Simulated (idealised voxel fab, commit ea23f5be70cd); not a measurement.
process module | voxel transistor to metal
cross-section cut | 285 nm wide | cells 5 nm
A cross-section is a grid of square cells, given in bands from the top down. A band is one or more rows of cells.
Each band's line starts with the height of the band's top and of its bottom, in nm. Then come its materials from left to right, each with its width in nm. One material with "throughout" fills the band from edge to edge. "air" is empty space.
Height 0 is the level under which the wafer as received is all one material. The lowest band goes on downwards, as in "0 down".
A width such as "30 to 40" changes by the same amount from each row of cells to the next, from the band's top row to its bottom row.
"no change" after a step means that no cell of the cross-section changed.
closed voids: empty space of 8 cells or more with no open way to the top, each as width x height at its distance from the left edge, in nm
after a step's settings: what the simulator itself notes on the step
overlay nm, on a step with a mask: how far to the right of its planned place the mask lay; to the left if negative
plan
1 op RECEIVE | material Si
2 op OXIDIZE | depth nm 5
3 op CONFORMAL_DEP | material SiN | thk nm 10
4 op MASKED_ETCH | tone cover | mask id ACTIVE | width nm 100 | pitch nm 130 | etch materials SiN | depth nm 10 | overlay nm 0
5 op MASKED_ETCH | tone cover | mask id ACTIVE | width nm 100 | pitch nm 130 | etch materials SiO2 | depth nm 5 | overlay nm 0
6 op MASKED_ETCH | tone cover | mask id ACTIVE | width nm 100 | pitch nm 130 | etch materials Si | depth nm 30 | overlay nm 0
7 op FILL_DEP | material SiO2 | thk nm 5
8 op CMP | height nm 10
9 op SELECTIVE_ETCH | etch materials SiO2 | depth nm 5
10 op STRIP | etch materials SiN
11 op SELECTIVE_ETCH | etch materials SiO2 | depth nm 5
12 op OXIDIZE | depth nm 5
13 op DIRECTIONAL_DEP | material polySi | thk nm 25
14 op DIRECTIONAL_DEP | material SiCN | thk nm 15
15 op DIRECTIONAL_DEP | material aC | thk nm 15
16 op PATTERN | tone cover | mask id GATE | material resist | width nm 20 | pitch nm 130 | thk nm 35 | overlay nm 0
17 op DIRECTIONAL_ETCH | etch materials aC | depth nm 15
18 op STRIP | etch materials resist
19 op DIRECTIONAL_ETCH | etch materials SiCN | depth nm 25
20 op DIRECTIONAL_ETCH | etch materials polySi | depth nm 35
21 op STRIP | etch materials aC
22 op CONFORMAL_DEP | material SiO2 | thk nm 5
23 op DIRECTIONAL_ETCH | etch materials SiO2 | depth nm 5
24 op CONFORMAL_DEP | material SiN | thk nm 10
25 op DIRECTIONAL_ETCH | etch materials SiN | depth nm 10
26 op DIRECTIONAL_ETCH | etch materials SiO2 | depth nm 5
27 op EPI | material pSi | thk nm 5
28 op FILL_DEP | material SiO2 | thk nm 10
29 op CMP | height nm 35
30 op DIRECTIONAL_DEP | material SiO2 | thk nm 15
31 op PATTERN | tone open | mask id CONTACT | material resist | width nm 15 | pitch nm 65 | thk nm 20 | overlay nm 0
32 op DIRECTIONAL_ETCH | etch materials SiO2 | depth nm 55
33 op STRIP | etch materials resist
34 op CONFORMAL_DEP | material TiN | thk nm 5
35 op FILL_DEP | material Ru | thk nm 5
36 op CMP | height nm 50
37 op CONFORMAL_DEP | material SiCN | thk nm 5
38 op DIRECTIONAL_DEP | material lowk | thk nm 20
39 op PATTERN | tone open | mask id METAL_1 | material resist | width nm 15 | pitch nm 65 | thk nm 15 | overlay nm 0
40 op DIRECTIONAL_ETCH | etch materials lowk | depth nm 20
41 op DIRECTIONAL_ETCH | etch materials SiCN | depth nm 5
42 op STRIP | etch materials resist
43 op CONFORMAL_DEP | material TiN | thk nm 5
44 op FILL_DEP | material W | thk nm 10
45 op CMP | height nm 75
46 op EPI | material Ru | thk nm 5
47 op FILL_DEP | material SiCN | thk nm 5
as received, after step 1
  0 down: Si throughout
  closed voids: none
first wafer at the end, as planned
  85 to 80: SiCN throughout
  80 to 75: SiCN 30 | Ru 25 | SiCN 40 | Ru 25 | SiCN 40 | Ru 25 | SiCN 40 | Ru 25 | SiCN 35
  75 to 55: lowk 35 | TiN 5 | W 5 | TiN 5 | lowk 50 | TiN 5 | W 5 | TiN 5 | lowk 50 | TiN 5 | W 5 | TiN 5 | lowk 50 | TiN 5 | W 5 | TiN 5 | lowk 40
  55 to 50: SiCN 35 | TiN 15 | SiCN 50 | TiN 15 | SiCN 50 | TiN 15 | SiCN 50 | TiN 15 | SiCN 40
  50 to 35: SiO2 35 | TiN 5 | Ru 5 | TiN 5 | SiO2 50 | TiN 5 | Ru 5 | TiN 5 | SiO2 50 | TiN 5 | Ru 5 | TiN 5 | SiO2 50 | TiN 5 | Ru 5 | TiN 5 | SiO2 40
  35 to 20: SiO2 35 | TiN 5 | Ru 5 | TiN 5 | SiN 10 | SiO2 5 | SiCN 20 | SiO2 5 | SiN 10 | TiN 5 | Ru 5 | TiN 5 | SiO2 50 | TiN 5 | Ru 5 | TiN 5 | SiN 10 | SiO2 5 | SiCN 20 | SiO2 5 | SiN 10 | TiN 5 | Ru 5 | TiN 5 | SiO2 40
  20 to 0: SiO2 35 | TiN 5 | Ru 5 | TiN 5 | SiN 10 | SiO2 5 | polySi 20 | SiO2 5 | SiN 10 | TiN 5 | Ru 5 | TiN 5 | SiO2 50 | TiN 5 | Ru 5 | TiN 5 | SiN 10 | SiO2 5 | polySi 20 | SiO2 5 | SiN 10 | TiN 5 | Ru 5 | TiN 5 | SiO2 40
  0 to -5: SiO2 25 | SiN 10 | TiN 15 | SiN 10 | SiO2 5 | polySi 20 | SiO2 5 | SiN 10 | TiN 15 | SiN 10 | SiO2 30 | SiN 10 | TiN 15 | SiN 10 | SiO2 5 | polySi 20 | SiO2 5 | SiN 10 | TiN 15 | SiN 10 | SiO2 30
  -5 to -10: SiO2 35 | pSi 15 | SiO2 50 | pSi 15 | SiO2 50 | pSi 15 | SiO2 50 | pSi 15 | SiO2 40
  -10 to -35: SiO2 25 | Si 100 | SiO2 30 | Si 100 | SiO2 30
  -35 down: Si throughout
  closed voids: none
second wafer at the end: like start, like plan, one mistake
  80 to 75: air 30 | Ru 25 | air 40 | Ru 25 | air 40 | Ru 25 | air 40 | Ru 25 | air 35
  75 to 55: lowk 35 | TiN 5 | W 5 | TiN 5 | lowk 50 | TiN 5 | W 5 | TiN 5 | lowk 50 | TiN 5 | W 5 | TiN 5 | lowk 50 | TiN 5 | W 5 | TiN 5 | lowk 40
  55 to 50: SiCN 35 | TiN 15 | SiCN 50 | TiN 15 | SiCN 50 | TiN 15 | SiCN 50 | TiN 15 | SiCN 40
  50 to 35: SiO2 35 | TiN 5 | Ru 5 | TiN 5 | SiO2 50 | TiN 5 | Ru 5 | TiN 5 | SiO2 50 | TiN 5 | Ru 5 | TiN 5 | SiO2 50 | TiN 5 | Ru 5 | TiN 5 | SiO2 40
  35 to 20: SiO2 35 | TiN 5 | Ru 5 | TiN 5 | SiN 10 | SiO2 5 | SiCN 20 | SiO2 5 | SiN 10 | TiN 5 | Ru 5 | TiN 5 | SiO2 50 | TiN 5 | Ru 5 | TiN 5 | SiN 10 | SiO2 5 | SiCN 20 | SiO2 5 | SiN 10 | TiN 5 | Ru 5 | TiN 5 | SiO2 40
  20 to 0: SiO2 35 | TiN 5 | Ru 5 | TiN 5 | SiN 10 | SiO2 5 | polySi 20 | SiO2 5 | SiN 10 | TiN 5 | Ru 5 | TiN 5 | SiO2 50 | TiN 5 | Ru 5 | TiN 5 | SiN 10 | SiO2 5 | polySi 20 | SiO2 5 | SiN 10 | TiN 5 | Ru 5 | TiN 5 | SiO2 40
  0 to -5: SiO2 25 | SiN 10 | TiN 15 | SiN 10 | SiO2 5 | polySi 20 | SiO2 5 | SiN 10 | TiN 15 | SiN 10 | SiO2 30 | SiN 10 | TiN 15 | SiN 10 | SiO2 5 | polySi 20 | SiO2 5 | SiN 10 | TiN 15 | SiN 10 | SiO2 30
  -5 to -10: SiO2 35 | pSi 15 | SiO2 50 | pSi 15 | SiO2 50 | pSi 15 | SiO2 50 | pSi 15 | SiO2 40
  -10 to -35: SiO2 25 | Si 100 | SiO2 30 | Si 100 | SiO2 30
  -35 down: Si throughout
  closed voids: none
what went wrong: step 47 was left out
at the end the second wafer has, in cells: 94 fewer of SiCN
